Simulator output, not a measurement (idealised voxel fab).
Process module under the name voxel capacitor over wiring
cross-section cut | 275 nm wide | cells 5 nm
Reading order for cross-sections: top band down to bottom band. Underlying form: a grid of square cells. Band size: one or more rows of cells. Within each band entry, the heights of the top and of the bottom of the band appear first, in that order and in nm; the materials of the band then follow from left to right, each with its corresponding width in nm. The designation "throughout" on a single material indicates that it fills the band from edge to edge; the designation "empty" indicates empty space. Height 0 is the level under which the wafer as received is all one material. The lowest band goes on downwards, as in "0 and below". When a width is written as two numbers, as in "30 to 40", the first number is the width in the top row of cells of the band and the second is the width in its bottom row, and the width changes by the same amount from each row to the next. Where a step carries "remained the same", the cross-section came out of it unchanged, cell for cell. For the entry "Voids, enclosed", the listed items are empty spaces with no open way to the top whose size is 8 cells or more; each item follows the pattern width x height at distance, where distance is from the left edge and all three are in nm. Step line, after settings: the simulator's comment on this step. The line of a step may include "overlay nm". On a step with a mask, this value is how far to the right of its planned place the mask lay. A negative value means the mask lay to the left.
PROCESS STEPS - PLAN
1: RECEIVE [material Si]
2: CONFORMAL_DEP [material SiO2] [thk nm 10]
3: DIRECTIONAL_DEP [material TiN] [thk nm 5]
4: DIRECTIONAL_DEP [material W] [thk nm 20]
5: PATTERN [tone cover] [mask id METAL_1] [material resist] [width nm 30] [pitch nm 95] [thk nm 15] [overlay nm 0]
6: DIRECTIONAL_ETCH [etch materials W] [depth nm 20]
7: DIRECTIONAL_ETCH [etch materials TiN] [depth nm 5]
8: STRIP [etch materials resist]
9: FILL_DEP [material lowk] [thk nm 10]
10: CMP [height nm 35]
11: CONFORMAL_DEP [material SiCN] [thk nm 5]
12: DIRECTIONAL_DEP [material lowk] [thk nm 10]
13: DIRECTIONAL_DEP [material aC] [thk nm 15]
14: PATTERN [tone open] [mask id PLUG_1] [material resist] [width nm 15] [thk nm 35] [overlay nm 0]
15: DIRECTIONAL_ETCH [etch materials aC] [depth nm 15]
16: STRIP [etch materials resist]
17: DIRECTIONAL_ETCH [etch materials lowk] [depth nm 10]
18: DIRECTIONAL_ETCH [etch materials SiCN] [depth nm 5]
19: STRIP [etch materials aC]
20: EPI [material Ru] [thk nm 10]
21: EPI [material Ru] [thk nm 5]
22: DIRECTIONAL_DEP [material TiN] [thk nm 10]
23: DIRECTIONAL_DEP [material SiN] [thk nm 5]
24: DIRECTIONAL_DEP [material TiN] [thk nm 5]
25: MASKED_ETCH [tone cover] [mask id UPPER_PLATE] [width nm 70] [etch materials TiN] [depth nm 5] [overlay nm 0]
26: MASKED_ETCH [tone cover] [mask id UPPER_PLATE] [width nm 70] [etch materials SiN] [depth nm 5] [overlay nm 0]
27: MASKED_ETCH [tone cover] [mask id LOWER_PLATE] [width nm 80] [etch materials TiN] [depth nm 10] [overlay nm 0]
28: FILL_DEP [material SiO2] [thk nm 15]
29: CMP [height nm 80]
30: DIRECTIONAL_DEP [material aC] [thk nm 10]
31: PATTERN [tone open] [mask id PLUG_2] [material resist] [width nm 15] [thk nm 25] [overlay nm 0]
32: DIRECTIONAL_ETCH [etch materials aC] [depth nm 10]
33: STRIP [etch materials resist]
34: DIRECTIONAL_ETCH [etch materials SiO2] [depth nm 10]
35: STRIP [etch materials aC]
36: CONFORMAL_DEP [material TiN] [thk nm 5]
37: FILL_DEP [material Cu] [thk nm 10]
38: CMP [height nm 80]
39: CONFORMAL_DEP [material SiCN] [thk nm 5]
CROSS-SECTION OF THE WAFER AS IT CAME TO US, I.E., ALREADY THROUGH STEP 1
  0 and below = Si throughout
  Voids, enclosed: none
FIRST WAFER AT THE END, AS PLANNED
  85 down to 80 = SiCN throughout
  80 down to 75 = SiO2 (100)  TiN (5)  Cu (5)  TiN (5)  SiO2 (160)
  75 down to 65 = SiO2 (100 to 90)  TiN (15 to 70)  SiO2 (160 to 115)
  65 down to 60 = SiO2 (90)  SiN (70)  SiO2 (115)
  60 down to 50 = SiO2 (85)  TiN (80)  SiO2 (110)
  50 down to 40 = lowk (90)  Ru (15)  lowk (170)
  40 down to 35 = SiCN (90)  Ru (15)  SiCN (170)
  35 down to 15 = lowk (75)  W (30)  lowk (65)  W (30)  lowk (75)
  15 down to 10 = lowk (75)  TiN (30)  lowk (65)  TiN (30)  lowk (75)
  10 down to 0 = SiO2 throughout
  0 and below = Si throughout
  Voids, enclosed: none
MODULE END: CROSS-SECTION OF WAFER TWO OF TWO. SAME START AND PROCESS PLAN AS THE FIRST WAFER. ONE MISTAKE DURING EXECUTION
  85 down to 80 = SiCN throughout
  80 down to 75 = SiO2 (90)  SiN (70)  SiO2 (115)
  75 down to 65 = SiO2 (85)  TiN (80)  SiO2 (110)
  65 down to 50 = Ru throughout
  50 down to 40 = Cu throughout
  40 down to 35 = SiCN throughout
  35 down to 15 = lowk (75)  W (30)  lowk (65)  W (30)  lowk (75)
  15 down to 10 = lowk (75)  TiN (30)  lowk (65)  TiN (30)  lowk (75)
  10 down to 0 = SiO2 throughout
  0 and below = Si throughout
  Voids, enclosed: none
Deviation noted in wafer processing: step 12 ran differently from the plan; actual operation with settings: DIRECTIONAL_DEP [material Cu] [thk nm 10]
Bottom line after processing is that, in cells, the second wafer is up or down on some materials versus the first: +109 Cu; +156 Ru; +3 SiCN; -145 SiO2; -19 TiN; -104 lowk
